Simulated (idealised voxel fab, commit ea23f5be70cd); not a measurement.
Module name: voxel gate over fins (process module)
Square cells of 5 nm make up the cross-section cut, whose width is 160 nm.
This document writes a cross-section as a grid whose cells are square, and gives it as bands, listed from the top down; one or more rows of cells form a band.
In this notation a band is specified by the heights of its top and bottom, in that order and in nm, after which its materials appear from left to right, each paired with its width in nm. The word "full width" attached to a single material means that material fills the band from edge to edge; the word "empty" stands for empty space.
Below 0: as-received wafer, all one material; heights counted from there. Lowest band: no bottom, goes on down, written "from 0 down".
The expression "30 to 40" gives the width at the extremes of the band, the first number at its top row of cells and the second at its bottom row, with the width changing by equal amounts from each row to the next in between.
Basically "all unchanged" means that step didn't change any cell in the cross-section.
For the entry "Listed closed voids", the listed items are empty spaces with no open way to the top whose size is 8 cells or more; each item follows the pattern width x height at distance, where distance is from the left edge and all three are in nm.
On each step's line, the part that comes after the settings is the simulator's own comment on the step.
overlay nm: where the mask lay relative to plan, measured to the right, on steps with a mask; negatives go left.
How should the pairs below be read? Each gives the cross-section before one process step and the cross-section after it, the latter drawn only to the lowest band that changed; the step that lies between them, with its settings, appears under the pair. Does a pair pick up where the pair above left off? Only where its entry headed "Cross-section, before" says so, since pairs can come from different runs of this module on the same starting wafer.

## Cross-section, before
	from 0 down = Si full width
	Listed closed voids: none

## Cross-Section Thereafter
	from 5 to 0 = SiN full width
	Lower than 0, everything is as it was.
	Listed closed voids: none
Going from one cross-section above to the next, the wafer undergoes op CONFORMAL_DEP | material SiN | thk nm 5

Cross-section, before: the after view from the pair directly above serves as the before view here.

## Cross-Section Thereafter
	from 20 to 5 = empty 20 nm | resist 15 nm | empty 35 nm | resist 15 nm | empty 35 nm | resist 15 nm | empty 25 nm
	Lower than 5, everything is as it was.
	Listed closed voids: none
Going from one cross-section above to the next, the wafer undergoes op PATTERN | tone cover | mask id FINS | material resist | width nm 15 | pitch nm 50 | thk nm 15 | overlay nm 0

Cross-section, before: the after view from the pair directly above serves as the before view here.

## Cross-Section Thereafter
	from 20 to 5 = empty 20 nm | resist 15 nm | empty 35 nm | resist 15 nm | empty 35 nm | resist 15 nm | empty 25 nm
	from 5 to 0 = empty 20 nm | SiN 15 nm | empty 35 nm | SiN 15 nm | empty 35 nm | SiN 15 nm | empty 25 nm
	Lower than 0, everything is as it was.
	Listed closed voids: none
Going from one cross-section above to the next, the wafer undergoes op DIRECTIONAL_ETCH | etch materials SiN | depth nm 5

Cross-section, before: the after view from the pair directly above serves as the before view here.

## Cross-Section Thereafter
	from 20 to 5 = empty 20 nm | resist 15 nm | empty 35 nm | resist 15 nm | empty 35 nm | resist 15 nm | empty 25 nm
	from 5 to 0 = empty 20 nm | SiN 15 nm | empty 35 nm | SiN 15 nm | empty 35 nm | SiN 15 nm | empty 25 nm
	from 0 to -40 = empty 20 nm | Si 15 nm | empty 35 nm | Si 15 nm | empty 35 nm | Si 15 nm | empty 25 nm
	Lower than -40, everything is as it was.
	Listed closed voids: none
Going from one cross-section above to the next, the wafer undergoes op DIRECTIONAL_ETCH | etch materials Si | depth nm 40

Cross-section, before: the after view from the pair directly above serves as the before view here.

## Cross-Section Thereafter
	from 5 to 0 = empty 20 nm | SiN 15 nm | empty 35 nm | SiN 15 nm | empty 35 nm | SiN 15 nm | empty 25 nm
	Lower than 0, everything is as it was.
	Listed closed voids: none
Going from one cross-section above to the next, the wafer undergoes op STRIP | etch materials resist

Cross-section, before: the after view from the pair directly above serves as the before view here.

## Cross-Section Thereafter
	from 20 to 5 = SiO2 full width
	from 5 to 0 = SiO2 20 nm | SiN 15 nm | SiO2 35 nm | SiN 15 nm | SiO2 35 nm | SiN 15 nm | SiO2 25 nm
	from 0 to -40 = SiO2 20 nm | Si 15 nm | SiO2 35 nm | Si 15 nm | SiO2 35 nm | Si 15 nm | SiO2 25 nm
	Lower than -40, everything is as it was.
	Listed closed voids: none
Going from one cross-section above to the next, the wafer undergoes op FILL_DEP | material SiO2 | thk nm 15

Cross-section, before: the after view from the pair directly above serves as the before view here.

## Cross-Section Thereafter
	from 5 to 0 = SiO2 20 nm | SiN 15 nm | SiO2 35 nm | SiN 15 nm | SiO2 35 nm | SiN 15 nm | SiO2 25 nm
	Lower than 0, everything is as it was.
	Listed closed voids: none
Going from one cross-section above to the next, the wafer undergoes op CMP | height nm 5

Cross-section, before: the after view from the pair directly above serves as the before view here.

## Cross-Section Thereafter
	from 20 to 5 = aC full width
	Lower than 5, everything is as it was.
	Listed closed voids: none
Going from one cross-section above to the next, the wafer undergoes op DIRECTIONAL_DEP | material aC | thk nm 15

Cross-section, before: the after view from the pair directly above serves as the before view here.

## Cross-Section Thereafter
	from 50 to 20 = resist 45 nm | empty 15 nm | resist 100 nm
	Lower than 20, everything is as it was.
	Listed closed voids: none
Going from one cross-section above to the next, the wafer undergoes op PATTERN | tone open | mask id RAIL | material resist | width nm 15 | thk nm 30 | overlay nm 0

Cross-section, before: the after view from the pair directly above serves as the before view here.

## Cross-Section Thereafter
	from 35 to 20 = resist 45 nm | empty 15 nm | resist 100 nm
	from 20 to 5 = aC 45 nm | empty 15 nm | aC 100 nm
	Lower than 5, everything is as it was.
	Listed closed voids: none
Going from one cross-section above to the next, the wafer undergoes op DIRECTIONAL_ETCH | etch materials aC | depth nm 15

Cross-section, before: the after view from the pair directly above serves as the before view here.

## Cross-Section Thereafter
	from 20 to 5 = aC 45 nm | empty 15 nm | aC 100 nm
	Lower than 5, everything is as it was.
	Listed closed voids: none
Going from one cross-section above to the next, the wafer undergoes op STRIP | etch materials resist

Cross-section, before: the after view from the pair directly above serves as the before view here.

## Cross-Section Thereafter
	from 20 to 5 = aC 45 nm | empty 15 nm | aC 100 nm
	from 5 to 0 = SiO2 20 nm | SiN 15 nm | SiO2 10 nm | empty 15 nm | SiO2 10 nm | SiN 15 nm | SiO2 35 nm | SiN 15 nm | SiO2 25 nm
	from 0 to -35 = SiO2 20 nm | Si 15 nm | SiO2 10 nm | empty 15 nm | SiO2 10 nm | Si 15 nm | SiO2 35 nm | Si 15 nm | SiO2 25 nm
	Lower than -35, everything is as it was.
	Listed closed voids: none
Going from one cross-section above to the next, the wafer undergoes op DIRECTIONAL_ETCH | etch materials SiO2 | depth nm 40

Cross-section, before: the after view from the pair directly above serves as the before view here.

## Cross-Section Thereafter
	from 5 to 0 = SiO2 20 nm | SiN 15 nm | SiO2 10 nm | empty 15 nm | SiO2 10 nm | SiN 15 nm | SiO2 35 nm | SiN 15 nm | SiO2 25 nm
	Lower than 0, everything is as it was.
	Listed closed voids: none
Going from one cross-section above to the next, the wafer undergoes op STRIP | etch materials aC

Cross-section, before: the after view from the pair directly above serves as the before view here.

## Cross-Section Thereafter
	from 10 to 5 = TiN 50 nm | empty 5 nm | TiN 105 nm
	from 5 to 0 = SiO2 20 nm | SiN 15 nm | SiO2 10 nm | TiN 5 nm | empty 5 nm | TiN 5 nm | SiO2 10 nm | SiN 15 nm | SiO2 35 nm | SiN 15 nm | SiO2 25 nm
	from 0 to -30 = SiO2 20 nm | Si 15 nm | SiO2 10 nm | TiN 5 nm | empty 5 nm | TiN 5 nm | SiO2 10 nm | Si 15 nm | SiO2 35 nm | Si 15 nm | SiO2 25 nm
	from -30 to -35 = SiO2 20 nm | Si 15 nm | SiO2 10 nm | TiN 15 nm | SiO2 10 nm | Si 15 nm | SiO2 35 nm | Si 15 nm | SiO2 25 nm
	Lower than -35, everything is as it was.
	Listed closed voids: none
Going from one cross-section above to the next, the wafer undergoes op CONFORMAL_DEP | material TiN | thk nm 5

Cross-section, before: the after view from the pair directly above serves as the before view here.

## Cross-Section Thereafter
	from 15 to 10 = Ru full width
	from 10 to 5 = TiN 50 nm | Ru 5 nm | TiN 105 nm
	from 5 to 0 = SiO2 20 nm | SiN 15 nm | SiO2 10 nm | TiN 5 nm | Ru 5 nm | TiN 5 nm | SiO2 10 nm | SiN 15 nm | SiO2 35 nm | SiN 15 nm | SiO2 25 nm
	from 0 to -30 = SiO2 20 nm | Si 15 nm | SiO2 10 nm | TiN 5 nm | Ru 5 nm | TiN 5 nm | SiO2 10 nm | Si 15 nm | SiO2 35 nm | Si 15 nm | SiO2 25 nm
	Lower than -30, everything is as it was.
	Listed closed voids: none
Going from one cross-section above to the next, the wafer undergoes op FILL_DEP | material Ru | thk nm 5

Cross-section, before: the after view from the pair directly above serves as the before view here.

## Cross-Section Thereafter
	from 5 to 0 = SiO2 20 nm | SiN 15 nm | SiO2 10 nm | TiN 5 nm | Ru 5 nm | TiN 5 nm | SiO2 10 nm | SiN 15 nm | SiO2 35 nm | SiN 15 nm | SiO2 25 nm
	Lower than 0, everything is as it was.
	Listed closed voids: none
Going from one cross-section above to the next, the wafer undergoes op CMP | height nm 5

Cross-section, before: the after view from the pair directly above serves as the before view here.

## Cross-Section Thereafter
	from 5 to 0 = SiO2 20 nm | SiN 15 nm | SiO2 10 nm | empty 15 nm | SiO2 10 nm | SiN 15 nm | SiO2 35 nm | SiN 15 nm | SiO2 25 nm
	from 0 to -20 = SiO2 20 nm | Si 15 nm | SiO2 10 nm | empty 15 nm | SiO2 10 nm | Si 15 nm | SiO2 35 nm | Si 15 nm | SiO2 25 nm
	Lower than -20, everything is as it was.
	Listed closed voids: none
Going from one cross-section above to the next, the wafer undergoes op SELECTIVE_ETCH | etch materials W Ru TiN | depth nm 25

Cross-section, before: the after view from the pair directly above serves as the before view here.

## Cross-Section Thereafter
	from 10 to 5 = SiO2 full width
	from 5 to 0 = SiO2 20 nm | SiN 15 nm | SiO2 35 nm | SiN 15 nm | SiO2 35 nm | SiN 15 nm | SiO2 25 nm
	from 0 to -20 = SiO2 20 nm | Si 15 nm | SiO2 35 nm | Si 15 nm | SiO2 35 nm | Si 15 nm | SiO2 25 nm
	Lower than -20, everything is as it was.
	Listed closed voids: none
Going from one cross-section above to the next, the wafer undergoes op FILL_DEP | material SiO2 | thk nm 5

Cross-section, before: the after view from the pair directly above serves as the before view here.

## Cross-Section Thereafter
	from 5 to 0 = SiO2 20 nm | SiN 15 nm | SiO2 35 nm | SiN 15 nm | SiO2 35 nm | SiN 15 nm | SiO2 25 nm
	Lower than 0, everything is as it was.
	Listed closed voids: none
Going from one cross-section above to the next, the wafer undergoes op CMP | height nm 5

Cross-section, before: the after view from the pair directly above serves as the before view here.

## Cross-Section Thereafter
	from 5 to 0 = empty 20 nm | SiN 15 nm | empty 35 nm | SiN 15 nm | empty 35 nm | SiN 15 nm | empty 25 nm
	from 0 to -10 = empty 20 nm | Si 15 nm | empty 35 nm | Si 15 nm | empty 35 nm | Si 15 nm | empty 25 nm
	Lower than -10, everything is as it was.
	Listed closed voids: none
Going from one cross-section above to the next, the wafer undergoes op SELECTIVE_ETCH | etch materials SiO2 | depth nm 15

Cross-section, before: the after view from the pair directly above serves as the before view here.

## Cross-Section Thereafter
	from 0 to -10 = empty 20 nm | Si 15 nm | empty 35 nm | Si 15 nm | empty 35 nm | Si 15 nm | empty 25 nm
	Lower than -10, everything is as it was.
	Listed closed voids: none
Going from one cross-section above to the next, the wafer undergoes op STRIP | etch materials SiN

Cross-section, before: the after view from the pair directly above serves as the before view here.

## Cross-Section Thereafter
	from 5 to 0 = empty 15 nm | HfO2 25 nm | empty 25 nm | HfO2 25 nm | empty 25 nm | HfO2 25 nm | empty 20 nm
	from 0 to -5 = empty 15 nm | HfO2 5 nm | Si 15 nm | HfO2 5 nm | empty 25 nm | HfO2 5 nm | Si 15 nm | HfO2 5 nm | empty 25 nm | HfO2 5 nm | Si 15 nm | HfO2 5 nm | empty 20 nm
	from -5 to -10 = HfO2 20 nm | Si 15 nm | HfO2 35 nm | Si 15 nm | HfO2 35 nm | Si 15 nm | HfO2 25 nm
	Lower than -10, everything is as it was.
	Listed closed voids: none
Going from one cross-section above to the next, the wafer undergoes op CONFORMAL_DEP | material HfO2 | thk nm 5

Cross-section, before: the after view from the pair directly above serves as the before view here.

## Cross-Section Thereafter
	from 10 to 5 = empty 10 nm | TiN 35 nm | empty 15 nm | TiN 35 nm | empty 15 nm | TiN 35 nm | empty 15 nm
	from 5 to 0 = empty 10 nm | TiN 5 nm | HfO2 25 nm | TiN 5 nm | empty 15 nm | TiN 5 nm | HfO2 25 nm | TiN 5 nm | empty 15 nm | TiN 5 nm | HfO2 25 nm | TiN 5 nm | empty 15 nm
	from 0 to -5 = TiN 15 nm | HfO2 5 nm | Si 15 nm | HfO2 5 nm | TiN 25 nm | HfO2 5 nm | Si 15 nm | HfO2 5 nm | TiN 25 nm | HfO2 5 nm | Si 15 nm | HfO2 5 nm | TiN 20 nm
	Lower than -5, everything is as it was.
	Listed closed voids: none
Going from one cross-section above to the next, the wafer undergoes op CONFORMAL_DEP | material TiN | thk nm 5

Cross-section, before: the after view from the pair directly above serves as the before view here.

## Cross-Section Thereafter
	from 15 to 10 = empty 5 nm | TiAl 45 nm | empty 5 nm | TiAl 45 nm | empty 5 nm | TiAl 45 nm | empty 10 nm
	from 10 to 5 = empty 5 nm | TiAl 5 nm | TiN 35 nm | TiAl 5 nm | empty 5 nm | TiAl 5 nm | TiN 35 nm | TiAl 5 nm | empty 5 nm | TiAl 5 nm | TiN 35 nm | TiAl 5 nm | empty 10 nm
	from 5 to 0 = TiAl 10 nm | TiN 5 nm | HfO2 25 nm | TiN 5 nm | TiAl 15 nm | TiN 5 nm | HfO2 25 nm | TiN 5 nm | TiAl 15 nm | TiN 5 nm | HfO2 25 nm | TiN 5 nm | TiAl 15 nm
	Lower than 0, everything is as it was.
	Listed closed voids: none
Going from one cross-section above to the next, the wafer undergoes op CONFORMAL_DEP | material TiAl | thk nm 5

Cross-section, before: the after view from the pair directly above serves as the before view here.

## Cross-Section Thereafter
	from 20 to 15 = TiN 155 nm | empty 5 nm
	from 15 to 10 = TiN 5 nm | TiAl 45 nm | TiN 5 nm | TiAl 45 nm | TiN 5 nm | TiAl 45 nm | TiN 5 nm | empty 5 nm
	from 10 to 5 = TiN 5 nm | TiAl 5 nm | TiN 35 nm | TiAl 5 nm | TiN 5 nm | TiAl 5 nm | TiN 35 nm | TiAl 5 nm | TiN 5 nm | TiAl 5 nm | TiN 35 nm | TiAl 5 nm | TiN 10 nm
	Lower than 5, everything is as it was.
	Listed closed voids: none
Going from one cross-section above to the next, the wafer undergoes op CONFORMAL_DEP | material TiN | thk nm 5

Cross-section, before: the after view from the pair directly above serves as the before view here.

## Cross-Section Thereafter
	from 35 to 20 = W full width
	from 20 to 15 = TiN 155 nm | W 5 nm
	from 15 to 10 = TiN 5 nm | TiAl 45 nm | TiN 5 nm | TiAl 45 nm | TiN 5 nm | TiAl 45 nm | TiN 5 nm | W 5 nm
	Lower than 10, everything is as it was.
	Listed closed voids: none
Going from one cross-section above to the next, the wafer undergoes op FILL_DEP | material W | thk nm 15

Cross-section, before: the after view from the pair directly above serves as the before view here.

## Cross-Section Thereafter
	from 30 to 20 = W full width
	Lower than 20, everything is as it was.
	Listed closed voids: none
Going from one cross-section above to the next, the wafer undergoes op CMP | height nm 30

Cross-section, before: the after view from the pair directly above serves as the before view here.

## Cross-Section Thereafter
	from 40 to 30 = SiCN full width
	Lower than 30, everything is as it was.
	Listed closed voids: none
Going from one cross-section above to the next, the wafer undergoes op CONFORMAL_DEP | material SiCN | thk nm 10

## Cross-section, before
	from 0 to -10 = empty 20 nm | Si 15 nm | empty 35 nm | Si 15 nm | empty 35 nm | Si 15 nm | empty 25 nm
	from -10 to -20 = SiO2 20 nm | Si 15 nm | SiO2 35 nm | Si 15 nm | SiO2 35 nm | Si 15 nm | SiO2 25 nm
	from -20 to -30 = SiO2 20 nm | Si 15 nm | SiO2 10 nm | TiN 5 nm | Ru 5 nm | TiN 5 nm | SiO2 10 nm | Si 15 nm | SiO2 35 nm | Si 15 nm | SiO2 25 nm
	from -30 to -35 = SiO2 20 nm | Si 15 nm | SiO2 10 nm | TiN 15 nm | SiO2 10 nm | Si 15 nm | SiO2 35 nm | Si 15 nm | SiO2 25 nm
	from -35 to -40 = SiO2 20 nm | Si 15 nm | SiO2 35 nm | Si 15 nm | SiO2 35 nm | Si 15 nm | SiO2 25 nm
	from -40 down = Si full width
	Listed closed voids: none

## Cross-Section Thereafter
	from 5 to 0 = empty 15 nm | TiN 25 nm | empty 25 nm | TiN 25 nm | empty 25 nm | TiN 25 nm | empty 20 nm
	from 0 to -5 = empty 15 nm | TiN 5 nm | Si 15 nm | TiN 5 nm | empty 25 nm | TiN 5 nm | Si 15 nm | TiN 5 nm | empty 25 nm | TiN 5 nm | Si 15 nm | TiN 5 nm | empty 20 nm
	from -5 to -10 = TiN 20 nm | Si 15 nm | TiN 35 nm | Si 15 nm | TiN 35 nm | Si 15 nm | TiN 25 nm
	Lower than -10, everything is as it was.
	Listed closed voids: none
Going from one cross-section above to the next, the wafer undergoes op CONFORMAL_DEP | material TiN | thk nm 5

Cross-section, before: the after view from the pair directly above serves as the before view here.

## Cross-Section Thereafter
	from 10 to 5 = empty 10 nm | TiAl 35 nm | empty 15 nm | TiAl 35 nm | empty 15 nm | TiAl 35 nm | empty 15 nm
	from 5 to 0 = empty 10 nm | TiAl 5 nm | TiN 25 nm | TiAl 5 nm | empty 15 nm | TiAl 5 nm | TiN 25 nm | TiAl 5 nm | empty 15 nm | TiAl 5 nm | TiN 25 nm | TiAl 5 nm | empty 15 nm
	from 0 to -5 = TiAl 15 nm | TiN 5 nm | Si 15 nm | TiN 5 nm | TiAl 25 nm | TiN 5 nm | Si 15 nm | TiN 5 nm | TiAl 25 nm | TiN 5 nm | Si 15 nm | TiN 5 nm | TiAl 20 nm
	Lower than -5, everything is as it was.
	Listed closed voids: none
Going from one cross-section above to the next, the wafer undergoes op CONFORMAL_DEP | material TiAl | thk nm 5

Cross-section, before: the after view from the pair directly above serves as the before view here.

## Cross-Section Thereafter
	from 15 to 10 = empty 5 nm | TiN 45 nm | empty 5 nm | TiN 45 nm | empty 5 nm | TiN 45 nm | empty 10 nm
	from 10 to 5 = empty 5 nm | TiN 5 nm | TiAl 35 nm | TiN 5 nm | empty 5 nm | TiN 5 nm | TiAl 35 nm | TiN 5 nm | empty 5 nm | TiN 5 nm | TiAl 35 nm | TiN 5 nm | empty 10 nm
	from 5 to 0 = TiN 10 nm | TiAl 5 nm | TiN 25 nm | TiAl 5 nm | TiN 15 nm | TiAl 5 nm | TiN 25 nm | TiAl 5 nm | TiN 15 nm | TiAl 5 nm | TiN 25 nm | TiAl 5 nm | TiN 15 nm
	Lower than 0, everything is as it was.
	Listed closed voids: none
Going from one cross-section above to the next, the wafer undergoes op CONFORMAL_DEP | material TiN | thk nm 5

Cross-section, before: the after view from the pair directly above serves as the before view here.

## Cross-Section Thereafter
	from 30 to 15 = W full width
	from 15 to 10 = W 5 nm | TiN 45 nm | W 5 nm | TiN 45 nm | W 5 nm | TiN 45 nm | W 10 nm
	from 10 to 5 = W 5 nm | TiN 5 nm | TiAl 35 nm | TiN 5 nm | W 5 nm | TiN 5 nm | TiAl 35 nm | TiN 5 nm | W 5 nm | TiN 5 nm | TiAl 35 nm | TiN 5 nm | W 10 nm
	Lower than 5, everything is as it was.
	Listed closed voids: none
Going from one cross-section above to the next, the wafer undergoes op FILL_DEP | material W | thk nm 15

Cross-section, before: the after view from the pair directly above serves as the before view here.

## Cross-Section Thereafter
	from 40 to 30 = SiCN full width
	Lower than 30, everything is as it was.
	Listed closed voids: none
Going from one cross-section above to the next, the wafer undergoes op CONFORMAL_DEP | material SiCN | thk nm 10

## Cross-section, before
	from 5 to 0 = empty 20 nm | SiN 15 nm | empty 35 nm | SiN 15 nm | empty 35 nm | SiN 15 nm | empty 25 nm
	from 0 to -10 = empty 20 nm | Si 15 nm | empty 35 nm | Si 15 nm | empty 35 nm | Si 15 nm | empty 25 nm
	from -10 to -20 = SiO2 20 nm | Si 15 nm | SiO2 35 nm | Si 15 nm | SiO2 35 nm | Si 15 nm | SiO2 25 nm
	from -20 to -30 = SiO2 20 nm | Si 15 nm | SiO2 10 nm | TiN 5 nm | Ru 5 nm | TiN 5 nm | SiO2 10 nm | Si 15 nm | SiO2 35 nm | Si 15 nm | SiO2 25 nm
	from -30 to -35 = SiO2 20 nm | Si 15 nm | SiO2 10 nm | TiN 15 nm | SiO2 10 nm | Si 15 nm | SiO2 35 nm | Si 15 nm | SiO2 25 nm
	from -35 to -40 = SiO2 20 nm | Si 15 nm | SiO2 35 nm | Si 15 nm | SiO2 35 nm | Si 15 nm | SiO2 25 nm
	from -40 down = Si full width
	Listed closed voids: none

## Cross-Section Thereafter
	from 5 to 0 = empty 20 nm | SiN 15 nm | empty 35 nm | SiN 15 nm | empty 35 nm | SiN 15 nm | empty 25 nm
	from 0 to -20 = empty 20 nm | Si 15 nm | empty 35 nm | Si 15 nm | empty 35 nm | Si 15 nm | empty 25 nm
	from -20 to -25 = empty 20 nm | Si 15 nm | empty 10 nm | TiN 5 nm | Ru 5 nm | TiN 5 nm | empty 10 nm | Si 15 nm | empty 35 nm | Si 15 nm | empty 25 nm
	Lower than -25, everything is as it was.
	Listed closed voids: none
Going from one cross-section above to the next, the wafer undergoes op SELECTIVE_ETCH | etch materials SiO2 | depth nm 15

Cross-section, before: the after view from the pair directly above serves as the before view here.

## Cross-Section Thereafter
	from 0 to -20 = empty 20 nm | Si 15 nm | empty 35 nm | Si 15 nm | empty 35 nm | Si 15 nm | empty 25 nm
	Lower than -20, everything is as it was.
	Listed closed voids: none
Going from one cross-section above to the next, the wafer undergoes op STRIP | etch materials SiN

Cross-section, before: the after view from the pair directly above serves as the before view here.

## Cross-Section Thereafter
	from 5 to 0 = empty 15 nm | HfO2 25 nm | empty 25 nm | HfO2 25 nm | empty 25 nm | HfO2 25 nm | empty 20 nm
	from 0 to -15 = empty 15 nm | HfO2 5 nm | Si 15 nm | HfO2 5 nm | empty 25 nm | HfO2 5 nm | Si 15 nm | HfO2 5 nm | empty 25 nm | HfO2 5 nm | Si 15 nm | HfO2 5 nm | empty 20 nm
	from -15 to -20 = empty 15 nm | HfO2 5 nm | Si 15 nm | HfO2 35 nm | Si 15 nm | HfO2 5 nm | empty 25 nm | HfO2 5 nm | Si 15 nm | HfO2 5 nm | empty 20 nm
	from -20 to -25 = HfO2 20 nm | Si 15 nm | HfO2 10 nm | TiN 5 nm | Ru 5 nm | TiN 5 nm | HfO2 10 nm | Si 15 nm | HfO2 35 nm | Si 15 nm | HfO2 25 nm
	Lower than -25, everything is as it was.
	Listed closed voids: none
Going from one cross-section above to the next, the wafer undergoes op CONFORMAL_DEP | material HfO2 | thk nm 5

Cross-section, before: the after view from the pair directly above serves as the before view here.

## Cross-Section Thereafter
	from 10 to 5 = empty 10 nm | TiN 35 nm | empty 15 nm | TiN 35 nm | empty 15 nm | TiN 35 nm | empty 15 nm
	from 5 to 0 = empty 10 nm | TiN 5 nm | HfO2 25 nm | TiN 5 nm | empty 15 nm | TiN 5 nm | HfO2 25 nm | TiN 5 nm | empty 15 nm | TiN 5 nm | HfO2 25 nm | TiN 5 nm | empty 15 nm
	from 0 to -10 = empty 10 nm | TiN 5 nm | HfO2 5 nm | Si 15 nm | HfO2 5 nm | TiN 5 nm | empty 15 nm | TiN 5 nm | HfO2 5 nm | Si 15 nm | HfO2 5 nm | TiN 5 nm | empty 15 nm | TiN 5 nm | HfO2 5 nm | Si 15 nm | HfO2 5 nm | TiN 5 nm | empty 15 nm
	from -10 to -15 = empty 10 nm | TiN 5 nm | HfO2 5 nm | Si 15 nm | HfO2 5 nm | TiN 25 nm | HfO2 5 nm | Si 15 nm | HfO2 5 nm | TiN 5 nm | empty 15 nm | TiN 5 nm | HfO2 5 nm | Si 15 nm | HfO2 5 nm | TiN 5 nm | empty 15 nm
	from -15 to -20 = TiN 15 nm | HfO2 5 nm | Si 15 nm | HfO2 35 nm | Si 15 nm | HfO2 5 nm | TiN 25 nm | HfO2 5 nm | Si 15 nm | HfO2 5 nm | TiN 20 nm
	Lower than -20, everything is as it was.
	Listed closed voids: none
Going from one cross-section above to the next, the wafer undergoes op CONFORMAL_DEP | material TiN | thk nm 5

Cross-section, before: the after view from the pair directly above serves as the before view here.

## Cross-Section Thereafter
	from 15 to 10 = empty 5 nm | TiAl 45 nm | empty 5 nm | TiAl 45 nm | empty 5 nm | TiAl 45 nm | empty 10 nm
	from 10 to 5 = empty 5 nm | TiAl 5 nm | TiN 35 nm | TiAl 5 nm | empty 5 nm | TiAl 5 nm | TiN 35 nm | TiAl 5 nm | empty 5 nm | TiAl 5 nm | TiN 35 nm | TiAl 5 nm | empty 10 nm
	from 5 to 0 = empty 5 nm | TiAl 5 nm | TiN 5 nm | HfO2 25 nm | TiN 5 nm | TiAl 5 nm | empty 5 nm | TiAl 5 nm | TiN 5 nm | HfO2 25 nm | TiN 5 nm | TiAl 5 nm | empty 5 nm | TiAl 5 nm | TiN 5 nm | HfO2 25 nm | TiN 5 nm | TiAl 5 nm | empty 10 nm
	from 0 to -5 = empty 5 nm | TiAl 5 nm | TiN 5 nm | HfO2 5 nm | Si 15 nm | HfO2 5 nm | TiN 5 nm | TiAl 5 nm | empty 5 nm | TiAl 5 nm | TiN 5 nm | HfO2 5 nm | Si 15 nm | HfO2 5 nm | TiN 5 nm | TiAl 5 nm | empty 5 nm | TiAl 5 nm | TiN 5 nm | HfO2 5 nm | Si 15 nm | HfO2 5 nm | TiN 5 nm | TiAl 5 nm | empty 10 nm
	from -5 to -10 = empty 5 nm | TiAl 5 nm | TiN 5 nm | HfO2 5 nm | Si 15 nm | HfO2 5 nm | TiN 5 nm | TiAl 15 nm | TiN 5 nm | HfO2 5 nm | Si 15 nm | HfO2 5 nm | TiN 5 nm | TiAl 5 nm | empty 5 nm | TiAl 5 nm | TiN 5 nm | HfO2 5 nm | Si 15 nm | HfO2 5 nm | TiN 5 nm | TiAl 5 nm | empty 10 nm
	from -10 to -15 = TiAl 10 nm | TiN 5 nm | HfO2 5 nm | Si 15 nm | HfO2 5 nm | TiN 25 nm | HfO2 5 nm | Si 15 nm | HfO2 5 nm | TiN 5 nm | TiAl 15 nm | TiN 5 nm | HfO2 5 nm | Si 15 nm | HfO2 5 nm | TiN 5 nm | TiAl 15 nm
	Lower than -15, everything is as it was.
	Listed closed voids: none
Going from one cross-section above to the next, the wafer undergoes op CONFORMAL_DEP | material TiAl | thk nm 5

Cross-section, before: the after view from the pair directly above serves as the before view here.

## Cross-Section Thereafter
	from 20 to 15 = TiN 155 nm | empty 5 nm
	from 15 to 10 = TiN 5 nm | TiAl 45 nm | TiN 5 nm | TiAl 45 nm | TiN 5 nm | TiAl 45 nm | TiN 5 nm | empty 5 nm
	from 10 to 5 = TiN 5 nm | TiAl 5 nm | TiN 35 nm | TiAl 5 nm | TiN 5 nm | TiAl 5 nm | TiN 35 nm | TiAl 5 nm | TiN 5 nm | TiAl 5 nm | TiN 35 nm | TiAl 5 nm | TiN 5 nm | empty 5 nm
	from 5 to 0 = TiN 5 nm | TiAl 5 nm | TiN 5 nm | HfO2 25 nm | TiN 5 nm | TiAl 5 nm | TiN 5 nm | TiAl 5 nm | TiN 5 nm | HfO2 25 nm | TiN 5 nm | TiAl 5 nm | TiN 5 nm | TiAl 5 nm | TiN 5 nm | HfO2 25 nm | TiN 5 nm | TiAl 5 nm | TiN 5 nm | empty 5 nm
	from 0 to -5 = TiN 5 nm | TiAl 5 nm | TiN 5 nm | HfO2 5 nm | Si 15 nm | HfO2 5 nm | TiN 5 nm | TiAl 5 nm | TiN 5 nm | TiAl 5 nm | TiN 5 nm | HfO2 5 nm | Si 15 nm | HfO2 5 nm | TiN 5 nm | TiAl 5 nm | TiN 5 nm | TiAl 5 nm | TiN 5 nm | HfO2 5 nm | Si 15 nm | HfO2 5 nm | TiN 5 nm | TiAl 5 nm | TiN 5 nm | empty 5 nm
	from -5 to -10 = TiN 5 nm | TiAl 5 nm | TiN 5 nm | HfO2 5 nm | Si 15 nm | HfO2 5 nm | TiN 5 nm | TiAl 15 nm | TiN 5 nm | HfO2 5 nm | Si 15 nm | HfO2 5 nm | TiN 5 nm | TiAl 5 nm | TiN 5 nm | TiAl 5 nm | TiN 5 nm | HfO2 5 nm | Si 15 nm | HfO2 5 nm | TiN 5 nm | TiAl 5 nm | TiN 10 nm
	Lower than -10, everything is as it was.
	Listed closed voids: none
Going from one cross-section above to the next, the wafer undergoes op CONFORMAL_DEP | material TiN | thk nm 5

Cross-section, before: the after view from the pair directly above serves as the before view here.

## Cross-Section Thereafter
	from 35 to 20 = W full width
	from 20 to 15 = TiN 155 nm | W 5 nm
	from 15 to 10 = TiN 5 nm | TiAl 45 nm | TiN 5 nm | TiAl 45 nm | TiN 5 nm | TiAl 45 nm | TiN 5 nm | W 5 nm
	from 10 to 5 = TiN 5 nm | TiAl 5 nm | TiN 35 nm | TiAl 5 nm | TiN 5 nm | TiAl 5 nm | TiN 35 nm | TiAl 5 nm | TiN 5 nm | TiAl 5 nm | TiN 35 nm | TiAl 5 nm | TiN 5 nm | W 5 nm
	from 5 to 0 = TiN 5 nm | TiAl 5 nm | TiN 5 nm | HfO2 25 nm | TiN 5 nm | TiAl 5 nm | TiN 5 nm | TiAl 5 nm | TiN 5 nm | HfO2 25 nm | TiN 5 nm | TiAl 5 nm | TiN 5 nm | TiAl 5 nm | TiN 5 nm | HfO2 25 nm | TiN 5 nm | TiAl 5 nm | TiN 5 nm | W 5 nm
	from 0 to -5 = TiN 5 nm | TiAl 5 nm | TiN 5 nm | HfO2 5 nm | Si 15 nm | HfO2 5 nm | TiN 5 nm | TiAl 5 nm | TiN 5 nm | TiAl 5 nm | TiN 5 nm | HfO2 5 nm | Si 15 nm | HfO2 5 nm | TiN 5 nm | TiAl 5 nm | TiN 5 nm | TiAl 5 nm | TiN 5 nm | HfO2 5 nm | Si 15 nm | HfO2 5 nm | TiN 5 nm | TiAl 5 nm | TiN 5 nm | W 5 nm
	Lower than -5, everything is as it was.
	Listed closed voids: none
Going from one cross-section above to the next, the wafer undergoes op FILL_DEP | material W | thk nm 15

Cross-section, before: the after view from the pair directly above serves as the before view here.

## Cross-Section Thereafter
	from 30 to 20 = W full width
	Lower than 20, everything is as it was.
	Listed closed voids: none
Going from one cross-section above to the next, the wafer undergoes op CMP | height nm 30
